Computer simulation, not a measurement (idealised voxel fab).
process module | voxel released beams
Square cell edge 5 nm, section width 215 nm, ID cut.
A cross-section is a grid of square cells, given in bands from the top down. A band is one or more rows of cells. What a band's entry tells you: where the top is and where the bottom is, as heights in nm, and after that what lies inside, material by material from left to right, each with its width in nm. Empty space is written as the word "blank", and a single material marked with the word "all across" occupies the band from edge to edge. Where do heights start? At 0: under that level the wafer as delivered is made of one material only. And the lowest band has no floor; it just carries on downward, as in "0 down". When a width is written as two numbers, as in "30..40", the first number is the width in the top row of cells of the band and the second is the width in its bottom row, and the width changes by the same amount from each row to the next. Any step labelled "remained the same" changed none of the cells in the cross-section. If an empty space has no open way to the top and is at least 8 cells in size, "Completely sealed voids" lists it, written width x height at distance, where distance is measured from the left edge and every value is in nm. Anything after a step's settings on that line? It's the simulator's own note about the step. overlay nm: on a step with a mask, how far right of its planned place the mask lay; negative means left.

# Process steps foreseen in the plan
step 1: RECEIVE: material Si
step 2: CONFORMAL_DEP: material SiN, thk nm 5
step 3: DIRECTIONAL_DEP: material SiO2, thk nm 15
step 4: DIRECTIONAL_DEP: material aC, thk nm 15
step 5: PATTERN: tone open, mask id ANCHOR, material resist, width nm 30, thk nm 35, overlay nm 0
step 6: DIRECTIONAL_ETCH: etch materials aC, depth nm 15
step 7: STRIP: etch materials resist
step 8: DIRECTIONAL_ETCH: etch materials SiO2, depth nm 15
step 9: STRIP: etch materials aC
step 10: CONFORMAL_DEP: material TiN, thk nm 10
step 11: DIRECTIONAL_DEP: material aC, thk nm 10
step 12: PATTERN: tone cover, mask id BEAM, material resist, width nm 105, thk nm 30, overlay nm 0
step 13: DIRECTIONAL_ETCH: etch materials aC, depth nm 10
step 14: STRIP: etch materials resist
step 15: DIRECTIONAL_ETCH: etch materials TiN, depth nm 10
step 16: STRIP: etch materials aC
step 17: STRIP: etch materials SiO2

# Wafer cross-section on receipt, i.e. after step 1
- 0 down: Si all across
- Completely sealed voids: none

# Here's the wafer cut in cross-section after the module, started and planned just like above, except one thing was done wrong in the run
- 30 to 20: 50 nm blank; 105 nm TiN; 60 nm blank
- 20 to 15: SiN all across
- 15 to 0: SiO2 all across
- 0 down: Si all across
- Completely sealed voids: none
Want to know what went wrong? ran 2 and 3 in swapped order versus the plan
